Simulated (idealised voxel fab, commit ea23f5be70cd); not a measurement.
voxel self aligned contacts: a process module
This is section cut - it's 170 nm across, gridded in 5 nm square cells.
We lay out every cross-section as a grid of square cells and spell it out in bands from the top down, where one band means one or more rows of cells. Quick guide to a band line: top height, bottom height (nm) up front; then every material left to right with its width in nm. Only one material and it's marked "all across"? Then it fills the band edge to edge. And "air" just means empty space. Counting heights begins at 0, where everything beneath is, in the wafer as received, one material. The lowest band has no bottom; it goes on downwards, as "z 0 and below" shows. Graded width ("30->40"): value in top row of band = first number; value in bottom row = second number; row-to-row change constant. No cell of the cross-section changed in a step that is given as "no change". "Listed closed voids": sealed empty spaces, 8 cells or more, no open way to top, listed width x height at distance, with distance from the left edge and width, height and distance in nm. On a step's line, text after the settings is the simulator commenting on that step. When a step includes a mask, the "overlay nm" setting on its line states how far to the right of its planned place that mask lay, and negative values state how far to the left.
Steps in the process plan:
1,RECEIVE with material Si
2,OXIDIZE with depth nm 5
3,DIRECTIONAL_DEP with material polySi, thk nm 30
4,DIRECTIONAL_DEP with material SiN, thk nm 25
5,DIRECTIONAL_DEP with material aC, thk nm 15
6,PATTERN with tone cover, mask id GATE, material resist, width nm 30, pitch nm 75, thk nm 35, overlay nm 0
7,DIRECTIONAL_ETCH with etch materials aC, depth nm 15
8,STRIP with etch materials resist
9,DIRECTIONAL_ETCH with etch materials SiN, depth nm 25
10,DIRECTIONAL_ETCH with etch materials polySi, depth nm 30
11,STRIP with etch materials aC
12,CONFORMAL_DEP with material SiN, thk nm 10
13,DIRECTIONAL_ETCH with etch materials SiN, depth nm 10
14,FILL_DEP with material SiO2, thk nm 15
15,CMP with height nm 60
16,MASKED_ETCH with tone open, mask id CONTACT, width nm 55, etch materials SiO2, depth nm 65, overlay nm 0
17,CONFORMAL_DEP with material TiN, thk nm 5
18,FILL_DEP with material W, thk nm 5
19,CMP with height nm 60
20,CONFORMAL_DEP with material SiN, thk nm 5
as received, after step 1:
* z 0 and below: Si all across
* Listed closed voids: none
Cross-sectional view of the first of the two wafers upon completion of the module, processed in accordance with the plan:
* z 65 to 60: SiN all across
* z 60 to 55: SiO2=55 | TiN=20 | W=15 | TiN=20 | SiO2=60
* z 55 to 30: SiO2=20 | SiN=50 | TiN=5 | W=15 | TiN=5 | SiN=50 | SiO2=25
* z 30 to 0: SiO2=20 | SiN=10 | polySi=30 | SiN=10 | TiN=5 | W=15 | TiN=5 | SiN=10 | polySi=30 | SiN=10 | SiO2=25
* z 0 to -5: SiO2=70 | TiN=25 | SiO2=75
* z -5 and below: Si all across
* Listed closed voids: none
Wafer two (of two), end-of-module cross-section: start = wafer one, plan = wafer one, one run mistake:
* z 65 to 60: SiN all across
* z 60 to 55: SiO2=55 | TiN=20 | W=15 | TiN=20 | SiO2=60
* z 55 to 30: SiO2=20 | SiN=50 | TiN=5 | W=15 | TiN=5 | SiN=50 | SiO2=25
* z 30 to 5: SiO2=20 | SiN=10 | polySi=30 | SiN=10 | TiN=5 | W=15 | TiN=5 | SiN=10 | polySi=30 | SiN=10 | SiO2=25
* z 5 to 0: SiO2=20 | SiN=10 | polySi=30 | SiN=10 | TiN=25 | SiN=10 | polySi=30 | SiN=10 | SiO2=25
* z 0 and below: Si all across
* Listed closed voids: none
Processing error: plan step 2 skipped
At the finish, the second wafer shows more or fewer cells for some materials than the first does: Si +34 | SiO2 -29 | TiN -2 | W -3
